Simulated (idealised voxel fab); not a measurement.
This section sets out a process module, namely voxel lift off.
Cross-section cut spans 190 nm and uses square cells 5 nm in size.
Notation: cross-section as square-cell grid; stated in bands, top first, going down; one or more cell rows per band. A band entry consists of two parts. The first gives the height of the band's top and the height of its bottom, in nm. The rest lists the band's materials from left to right, each with its width in nm. A single material labelled with the word "full width" fills the band from edge to edge, and the word "empty" marks empty space. Counting heights begins at 0, where everything beneath is, in the wafer as received, one material. The lowest band has no bottom; it goes on downwards, as "0 -> down" shows. Width "30->40": first value at the band's top row of cells, second value at its bottom row, equal change from row to row. Any step labelled "nothing changed" changed none of the cells in the cross-section. You'll see "Closed cavities" listing empty spaces that have no way open to the top, as long as they're 8 cells or more; the notation is width x height at distance, where the distance is from the left edge, and all of it is in nm. The remark found on a step's line after its settings is issued by the simulator itself and pertains to that step. You can add "overlay nm" to a step's line. For a step with a mask, it describes how far the mask lay to the right of its planned position, and a negative number describes a lay to the left. Guide to the pairs. Each holds a before and an after cross-section around one process step; the after cross-section is cut off at the lowest band that changed. Look under the pair for the step between them and its settings. Pairs can come from different runs of this module on the same starting wafer, so a pair follows on from the one above it only where its entry headed "Before this step" says it does.

Before this step:
* 0 -> down: Si full width
* Closed cavities: none

Section After Processing:
* 15 -> 0: SiN full width
* Heights below 0 show no change.
* Closed cavities: none
Transition step, before and after shown above: op CONFORMAL_DEP | material SiN | thk nm 15

Before this step: we pick up right where the pair above leaves off, with its after cross-section.

Section After Processing:
* 35 -> 15: resist: 25; empty: 25; resist: 30; empty: 25; resist: 30; empty: 25; resist: 30
* Heights below 15 show no change.
* Closed cavities: none
Transition step, before and after shown above: op PATTERN | tone open | mask id LINES | material resist | width nm 25 | pitch nm 55 | thk nm 20 | overlay nm 0

Before this step: we pick up right where the pair above leaves off, with its after cross-section.

Section After Processing:
* 40 -> 35: Ru: 25; empty: 25; Ru: 30; empty: 25; Ru: 30; empty: 25; Ru: 30
* 35 -> 20: resist: 25; empty: 25; resist: 30; empty: 25; resist: 30; empty: 25; resist: 30
* 20 -> 15: resist: 25; Ru: 25; resist: 30; Ru: 25; resist: 30; Ru: 25; resist: 30
* Heights below 15 show no change.
* Closed cavities: none
Transition step, before and after shown above: op DIRECTIONAL_DEP | material Ru | thk nm 5

Before this step: we pick up right where the pair above leaves off, with its after cross-section.

Section After Processing:
* 20 -> 15: empty: 25; Ru: 25; empty: 30; Ru: 25; empty: 30; Ru: 25; empty: 30
* Heights below 15 show no change.
* Closed cavities: none
Transition step, before and after shown above: op STRIP | etch materials resist

Before this step: we pick up right where the pair above leaves off, with its after cross-section.

Section After Processing:
* 25 -> 20: empty: 20; SiCN: 35; empty: 20; SiCN: 35; empty: 20; SiCN: 35; empty: 25
* 20 -> 15: SiCN: 25; Ru: 25; SiCN: 30; Ru: 25; SiCN: 30; Ru: 25; SiCN: 30
* Heights below 15 show no change.
* Closed cavities: none
Transition step, before and after shown above: op CONFORMAL_DEP | material SiCN | thk nm 5

Before this step:
* 0 -> down: Si full width
* Closed cavities: none

Section After Processing:
* 20 -> 0: resist: 25; empty: 25; resist: 30; empty: 25; resist: 30; empty: 25; resist: 30
* Heights below 0 show no change.
* Closed cavities: none
Transition step, before and after shown above: op PATTERN | tone open | mask id LINES | material resist | width nm 25 | pitch nm 55 | thk nm 20 | overlay nm 0

Before this step: we pick up right where the pair above leaves off, with its after cross-section.

Section After Processing:
* 25 -> 20: Ru: 25; empty: 25; Ru: 30; empty: 25; Ru: 30; empty: 25; Ru: 30
* 20 -> 5: resist: 25; empty: 25; resist: 30; empty: 25; resist: 30; empty: 25; resist: 30
* 5 -> 0: resist: 25; Ru: 25; resist: 30; Ru: 25; resist: 30; Ru: 25; resist: 30
* Heights below 0 show no change.
* Closed cavities: none
Transition step, before and after shown above: op DIRECTIONAL_DEP | material Ru | thk nm 5

Before this step: we pick up right where the pair above leaves off, with its after cross-section.

Section After Processing:
* 5 -> 0: empty: 25; Ru: 25; empty: 30; Ru: 25; empty: 30; Ru: 25; empty: 30
* Heights below 0 show no change.
* Closed cavities: none
Transition step, before and after shown above: op STRIP | etch materials resist

Before this step: we pick up right where the pair above leaves off, with its after cross-section.

Section After Processing:
* 10 -> 5: empty: 20; SiCN: 35; empty: 20; SiCN: 35; empty: 20; SiCN: 35; empty: 25
* 5 -> 0: SiCN: 25; Ru: 25; SiCN: 30; Ru: 25; SiCN: 30; Ru: 25; SiCN: 30
* Heights below 0 show no change.
* Closed cavities: none
Transition step, before and after shown above: op CONFORMAL_DEP | material SiCN | thk nm 5

Before this step:
* 15 -> 0: SiN full width
* 0 -> down: Si full width
* Closed cavities: none

Section After Processing:
* 30 -> 0: SiN full width
* Heights below 0 show no change.
* Closed cavities: none
Transition step, before and after shown above: op CONFORMAL_DEP | material SiN | thk nm 15

Before this step: we pick up right where the pair above leaves off, with its after cross-section.

Section After Processing:
* 50 -> 30: resist: 25; empty: 25; resist: 30; empty: 25; resist: 30; empty: 25; resist: 30
* Heights below 30 show no change.
* Closed cavities: none
Transition step, before and after shown above: op PATTERN | tone open | mask id LINES | material resist | width nm 25 | pitch nm 55 | thk nm 20 | overlay nm 0

Before this step: we pick up right where the pair above leaves off, with its after cross-section.

Section After Processing:
* 55 -> 50: Ru: 25; empty: 25; Ru: 30; empty: 25; Ru: 30; empty: 25; Ru: 30
* 50 -> 35: resist: 25; empty: 25; resist: 30; empty: 25; resist: 30; empty: 25; resist: 30
* 35 -> 30: resist: 25; Ru: 25; resist: 30; Ru: 25; resist: 30; Ru: 25; resist: 30
* Heights below 30 show no change.
* Closed cavities: none
Transition step, before and after shown above: op DIRECTIONAL_DEP | material Ru | thk nm 5

Before this step: we pick up right where the pair above leaves off, with its after cross-section.

Section After Processing:
* 35 -> 30: empty: 25; Ru: 25; empty: 30; Ru: 25; empty: 30; Ru: 25; empty: 30
* Heights below 30 show no change.
* Closed cavities: none
Transition step, before and after shown above: op STRIP | etch materials resist

Before this step: we pick up right where the pair above leaves off, with its after cross-section.

Section After Processing:
* 40 -> 35: empty: 20; SiCN: 35; empty: 20; SiCN: 35; empty: 20; SiCN: 35; empty: 25
* 35 -> 30: SiCN: 25; Ru: 25; SiCN: 30; Ru: 25; SiCN: 30; Ru: 25; SiCN: 30
* Heights below 30 show no change.
* Closed cavities: none
Transition step, before and after shown above: op CONFORMAL_DEP | material SiCN | thk nm 5

Before this step:
* 0 -> down: Si full width
* Closed cavities: none

Section After Processing:
* 5 -> 0: SiN full width
* Heights below 0 show no change.
* Closed cavities: none
Transition step, before and after shown above: op CONFORMAL_DEP | material SiN | thk nm 5

Before this step: we pick up right where the pair above leaves off, with its after cross-section.

Section After Processing:
* 25 -> 5: resist: 25; empty: 25; resist: 30; empty: 25; resist: 30; empty: 25; resist: 30
* Heights below 5 show no change.
* Closed cavities: none
Transition step, before and after shown above: op PATTERN | tone open | mask id LINES | material resist | width nm 25 | pitch nm 55 | thk nm 20 | overlay nm 0

Before this step: we pick up right where the pair above leaves off, with its after cross-section.

Section After Processing:
* 30 -> 25: Ru: 25; empty: 25; Ru: 30; empty: 25; Ru: 30; empty: 25; Ru: 30
* 25 -> 10: resist: 25; empty: 25; resist: 30; empty: 25; resist: 30; empty: 25; resist: 30
* 10 -> 5: resist: 25; Ru: 25; resist: 30; Ru: 25; resist: 30; Ru: 25; resist: 30
* Heights below 5 show no change.
* Closed cavities: none
Transition step, before and after shown above: op DIRECTIONAL_DEP | material Ru | thk nm 5

Before this step: we pick up right where the pair above leaves off, with its after cross-section.

Section After Processing:
* 10 -> 5: empty: 25; Ru: 25; empty: 30; Ru: 25; empty: 30; Ru: 25; empty: 30
* Heights below 5 show no change.
* Closed cavities: none
Transition step, before and after shown above: op STRIP | etch materials resist

Before this step: we pick up right where the pair above leaves off, with its after cross-section.

Section After Processing:
* 15 -> 10: empty: 20; SiCN: 35; empty: 20; SiCN: 35; empty: 20; SiCN: 35; empty: 25
* 10 -> 5: SiCN: 25; Ru: 25; SiCN: 30; Ru: 25; SiCN: 30; Ru: 25; SiCN: 30
* Heights below 5 show no change.
* Closed cavities: none
Transition step, before and after shown above: op CONFORMAL_DEP | material SiCN | thk nm 5

Before this step:
* 15 -> 0: SiN full width
* 0 -> down: Si full width
* Closed cavities: none

Section After Processing:
* 35 -> 15: resist: 25; empty: 30; resist: 25; empty: 30; resist: 25; empty: 30; resist: 25
* Heights below 15 show no change.
* Closed cavities: none
Transition step, before and after shown above: op PATTERN | tone open | mask id LINES | material resist | width nm 30 | pitch nm 55 | thk nm 20 | overlay nm 0

Before this step: we pick up right where the pair above leaves off, with its after cross-section.

Section After Processing:
* 40 -> 35: Ru: 25; empty: 30; Ru: 25; empty: 30; Ru: 25; empty: 30; Ru: 25
* 35 -> 20: resist: 25; empty: 30; resist: 25; empty: 30; resist: 25; empty: 30; resist: 25
* 20 -> 15: resist: 25; Ru: 30; resist: 25; Ru: 30; resist: 25; Ru: 30; resist: 25
* Heights below 15 show no change.
* Closed cavities: none
Transition step, before and after shown above: op DIRECTIONAL_DEP | material Ru | thk nm 5

Before this step: we pick up right where the pair above leaves off, with its after cross-section.

Section After Processing:
* 20 -> 15: empty: 25; Ru: 30; empty: 25; Ru: 30; empty: 25; Ru: 30; empty: 25
* Heights below 15 show no change.
* Closed cavities: none
Transition step, before and after shown above: op STRIP | etch materials resist

Before this step: we pick up right where the pair above leaves off, with its after cross-section.

Section After Processing:
* 25 -> 20: empty: 20; SiCN: 40; empty: 15; SiCN: 40; empty: 15; SiCN: 40; empty: 20
* 20 -> 15: SiCN: 25; Ru: 30; SiCN: 25; Ru: 30; SiCN: 25; Ru: 30; SiCN: 25
* Heights below 15 show no change.
* Closed cavities: none
Transition step, before and after shown above: op CONFORMAL_DEP | material SiCN | thk nm 5

Before this step:
* 15 -> 0: SiN full width
* 0 -> down: Si full width
* Closed cavities: none

Section After Processing:
* 35 -> 15: resist: 30; empty: 25; resist: 30; empty: 25; resist: 30; empty: 25; resist: 25
* Heights below 15 show no change.
* Closed cavities: none
Transition step, before and after shown above: op PATTERN | tone open | mask id LINES | material resist | width nm 25 | pitch nm 55 | thk nm 20 | overlay nm 5

Before this step: we pick up right where the pair above leaves off, with its after cross-section.

Section After Processing:
* 40 -> 35: Ru: 30; empty: 25; Ru: 30; empty: 25; Ru: 30; empty: 25; Ru: 25
* 35 -> 20: resist: 30; empty: 25; resist: 30; empty: 25; resist: 30; empty: 25; resist: 25
* 20 -> 15: resist: 30; Ru: 25; resist: 30; Ru: 25; resist: 30; Ru: 25; resist: 25
* Heights below 15 show no change.
* Closed cavities: none
Transition step, before and after shown above: op DIRECTIONAL_DEP | material Ru | thk nm 5

Before this step: we pick up right where the pair above leaves off, with its after cross-section.

Section After Processing:
* 20 -> 15: empty: 30; Ru: 25; empty: 30; Ru: 25; empty: 30; Ru: 25; empty: 25
* Heights below 15 show no change.
* Closed cavities: none
Transition step, before and after shown above: op STRIP | etch materials resist

Before this step: we pick up right where the pair above leaves off, with its after cross-section.

Section After Processing:
* 25 -> 20: empty: 25; SiCN: 35; empty: 20; SiCN: 35; empty: 20; SiCN: 35; empty: 20
* 20 -> 15: SiCN: 30; Ru: 25; SiCN: 30; Ru: 25; SiCN: 30; Ru: 25; SiCN: 25
* Heights below 15 show no change.
* Closed cavities: none
Transition step, before and after shown above: op CONFORMAL_DEP | material SiCN | thk nm 5

Before this step:
* 35 -> 15: resist: 25; empty: 25; resist: 30; empty: 25; resist: 30; empty: 25; resist: 30
* 15 -> 0: SiN full width
* 0 -> down: Si full width
* Closed cavities: none

Section After Processing:
* 40 -> 35: SiCN: 25; empty: 25; SiCN: 30; empty: 25; SiCN: 30; empty: 25; SiCN: 30
* 35 -> 20: resist: 25; empty: 25; resist: 30; empty: 25; resist: 30; empty: 25; resist: 30
* 20 -> 15: resist: 25; SiCN: 25; resist: 30; SiCN: 25; resist: 30; SiCN: 25; resist: 30
* Heights below 15 show no change.
* Closed cavities: none
Transition step, before and after shown above: op DIRECTIONAL_DEP | material SiCN | thk nm 5

Before this step: we pick up right where the pair above leaves off, with its after cross-section.

Section After Processing:
* 20 -> 15: empty: 25; SiCN: 25; empty: 30; SiCN: 25; empty: 30; SiCN: 25; empty: 30
* Heights below 15 show no change.
* Closed cavities: none
Transition step, before and after shown above: op STRIP | etch materials resist

Before this step: we pick up right where the pair above leaves off, with its after cross-section.

Section After Processing:
* 25 -> 20: empty: 20; SiCN: 35; empty: 20; SiCN: 35; empty: 20; SiCN: 35; empty: 25
* 20 -> 15: SiCN full width
* Heights below 15 show no change.
* Closed cavities: none
Transition step, before and after shown above: op CONFORMAL_DEP | material SiCN | thk nm 5

Before this step:
* 15 -> 0: SiN full width
* 0 -> down: Si full width
* Closed cavities: none

Section After Processing:
* 35 -> 15: empty: 25; resist: 25; empty: 30; resist: 25; empty: 30; resist: 25; empty: 30
* Heights below 15 show no change.
* Closed cavities: none
Transition step, before and after shown above: op PATTERN | tone cover | mask id LINES | material resist | width nm 25 | pitch nm 55 | thk nm 20 | overlay nm 0

Before this step: we pick up right where the pair above leaves off, with its after cross-section.

Section After Processing:
* 40 -> 35: empty: 25; Ru: 25; empty: 30; Ru: 25; empty: 30; Ru: 25; empty: 30
* 35 -> 20: empty: 25; resist: 25; empty: 30; resist: 25; empty: 30; resist: 25; empty: 30
* 20 -> 15: Ru: 25; resist: 25; Ru: 30; resist: 25; Ru: 30; resist: 25; Ru: 30
* Heights below 15 show no change.
* Closed cavities: none
Transition step, before and after shown above: op DIRECTIONAL_DEP | material Ru | thk nm 5

Before this step: we pick up right where the pair above leaves off, with its after cross-section.

Section After Processing:
* 20 -> 15: Ru: 25; empty: 25; Ru: 30; empty: 25; Ru: 30; empty: 25; Ru: 30
* Heights below 15 show no change.
* Closed cavities: none
Transition step, before and after shown above: op STRIP | etch materials resist

Before this step: we pick up right where the pair above leaves off, with its after cross-section.

Section After Processing:
* 25 -> 20: SiCN: 30; empty: 15; SiCN: 40; empty: 15; SiCN: 40; empty: 15; SiCN: 35
* 20 -> 15: Ru: 25; SiCN: 25; Ru: 30; SiCN: 25; Ru: 30; SiCN: 25; Ru: 30
* Heights below 15 show no change.
* Closed cavities: none
Transition step, before and after shown above: op CONFORMAL_DEP | material SiCN | thk nm 5
